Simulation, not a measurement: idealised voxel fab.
A process module follows: voxel transistor to metal.
We display cut, a cross-section 150 nm in width whose square cells are each 5 nm.
For the purposes of this document, a cross-section shall be understood as a grid of square cells, specified as bands listed in top-to-bottom order, each band consisting of one or more rows of cells.
Top, bottom (nm), then materials left to right with widths (nm); lone material tagged "full width" fills the whole band edge to edge; "empty" = empty space.
Height is counted from the level 0, under which the received wafer is composed throughout of one material. The lowest of the bands is not closed at the bottom but continues downward, in the notation "0 down".
Width "30->40": first value at the band's top row of cells, second value at its bottom row, equal change from row to row.
Basically "all unchanged" means that step didn't change any cell in the cross-section.
"Closed void inventory": empty spaces of 8 cells or more with no open way to the top, each given as width x height at distance, distance from the left edge, all in nm.
Where a step's line continues beyond its settings, the continuation is a remark by the simulator itself on that step.
On any step carrying a mask, the "overlay nm" setting, if present on the step's line, tells how far right of its planned place the mask lay; negative values point to the left.
So here's the lineup of process steps we planned:
1. RECEIVE (material Si)
2. OXIDIZE (depth nm 5)
3. CONFORMAL_DEP (material SiN; thk nm 15)
4. PATTERN (tone cover; mask id ACTIVE; material resist; width nm 115; thk nm 15; overlay nm 0)
5. DIRECTIONAL_ETCH (etch materials SiN; depth nm 15)
6. DIRECTIONAL_ETCH (etch materials SiO2; depth nm 5)
7. DIRECTIONAL_ETCH (etch materials Si; depth nm 35)
8. STRIP (etch materials resist)
9. FILL_DEP (material SiO2; thk nm 15)
10. CMP (height nm 15)
11. SELECTIVE_ETCH (etch materials SiO2; depth nm 5)
12. STRIP (etch materials SiN)
13. SELECTIVE_ETCH (etch materials SiO2; depth nm 5)
14. OXIDIZE (depth nm 5)
15. DIRECTIONAL_DEP (material polySi; thk nm 30)
16. DIRECTIONAL_DEP (material SiCN; thk nm 15)
17. DIRECTIONAL_DEP (material aC; thk nm 15)
18. PATTERN (tone cover; mask id GATE; material resist; width nm 35; thk nm 35; overlay nm 0)
19. DIRECTIONAL_ETCH (etch materials aC; depth nm 15)
20. STRIP (etch materials resist)
21. DIRECTIONAL_ETCH (etch materials SiCN; depth nm 25)
22. DIRECTIONAL_ETCH (etch materials polySi; depth nm 40)
23. STRIP (etch materials aC)
24. CONFORMAL_DEP (material SiO2; thk nm 5)
25. DIRECTIONAL_ETCH (etch materials SiO2; depth nm 5)
26. CONFORMAL_DEP (material SiN; thk nm 5)
27. DIRECTIONAL_ETCH (etch materials SiN; depth nm 5)
28. DIRECTIONAL_ETCH (etch materials SiO2; depth nm 5)
29. DIRECTIONAL_ETCH (etch materials Si; depth nm 5)
30. EPI (material nSi; thk nm 5)
31. FILL_DEP (material SiO2; thk nm 5)
32. CMP (height nm 25)
33. STRIP (etch materials polySi)
34. SELECTIVE_ETCH (etch materials SiO2; depth nm 5)
35. CONFORMAL_DEP (material HfO2; thk nm 5)
36. CONFORMAL_DEP (material TiN; thk nm 5)
37. FILL_DEP (material W; thk nm 5)
38. CMP (height nm 20)
39. DIRECTIONAL_DEP (material SiO2; thk nm 10)
40. MASKED_ETCH (tone open; mask id CONTACT; width nm 15; pitch nm 90; etch materials SiO2; depth nm 40; overlay nm 0)
41. CONFORMAL_DEP (material TiN; thk nm 5)
42. FILL_DEP (material W; thk nm 10)
43. CMP (height nm 30)
44. CONFORMAL_DEP (material SiCN; thk nm 5)
45. DIRECTIONAL_DEP (material lowk; thk nm 15)
46. PATTERN (tone open; mask id METAL_1; material resist; width nm 15; pitch nm 90; thk nm 15; overlay nm -5)
47. DIRECTIONAL_ETCH (etch materials lowk; depth nm 15)
48. DIRECTIONAL_ETCH (etch materials SiCN; depth nm 5)
49. STRIP (etch materials resist)
50. CONFORMAL_DEP (material TiN; thk nm 5)
51. FILL_DEP (material W; thk nm 5)
52. CMP (height nm 50)
53. EPI (material Ru; thk nm 5)
54. FILL_DEP (material SiCN; thk nm 5)
55. DIRECTIONAL_DEP (material SiO2; thk nm 30)
56. DIRECTIONAL_DEP (material aC; thk nm 15)
57. PATTERN (tone open; mask id METAL_2; material resist; width nm 15; pitch nm 90; thk nm 35; overlay nm 0)
58. DIRECTIONAL_ETCH (etch materials aC; depth nm 15)
59. STRIP (etch materials resist)
60. DIRECTIONAL_ETCH (etch materials SiO2; depth nm 15)
61. STRIP (etch materials aC)
62. MASKED_ETCH (tone open; mask id METAL_2_HOLES; width nm 15; pitch nm 90; etch materials SiO2; depth nm 15; overlay nm 0)
63. MASKED_ETCH (tone open; mask id METAL_2_HOLES; width nm 15; pitch nm 90; etch materials SiCN; depth nm 5; overlay nm 0)
64. CONFORMAL_DEP (material TiN; thk nm 5)
65. FILL_DEP (material Cu; thk nm 10)
66. CMP (height nm 90)
67. CONFORMAL_DEP (material SiCN; thk nm 5)
Same starting wafers, different overlay nm at step 46. Plan value belongs to the first wafer.
Cut through the first of several wafers as received, post step 1:
* 0 down | Si full width
* Closed void inventory: none
wafer rows; end of module; cells per material since receipt: (+) gained, (-) lost; then closed voids:
overlay nm -5, +12 Cu, +19 HfO2, +10 Ru, -112 Si, +98 SiCN, +14 SiN, +308 SiO2, +97 TiN, +38 W, +72 lowk, +14 nSi, Closed void inventory: none
overlay nm 0, +12 Cu, +19 HfO2, +10 Ru, -112 Si, +98 SiCN, +14 SiN, +308 SiO2, +97 TiN, +38 W, +72 lowk, +14 nSi, Closed void inventory: none
overlay nm 5, +12 Cu, +19 HfO2, +10 Ru, -112 Si, +98 SiCN, +14 SiN, +308 SiO2, +97 TiN, +38 W, +72 lowk, +14 nSi, Closed void inventory: none
overlay nm 10, +12 Cu, +19 HfO2, +10 Ru, -112 Si, +98 SiCN, +14 SiN, +308 SiO2, +97 TiN, +38 W, +72 lowk, +14 nSi, Closed void inventory: none
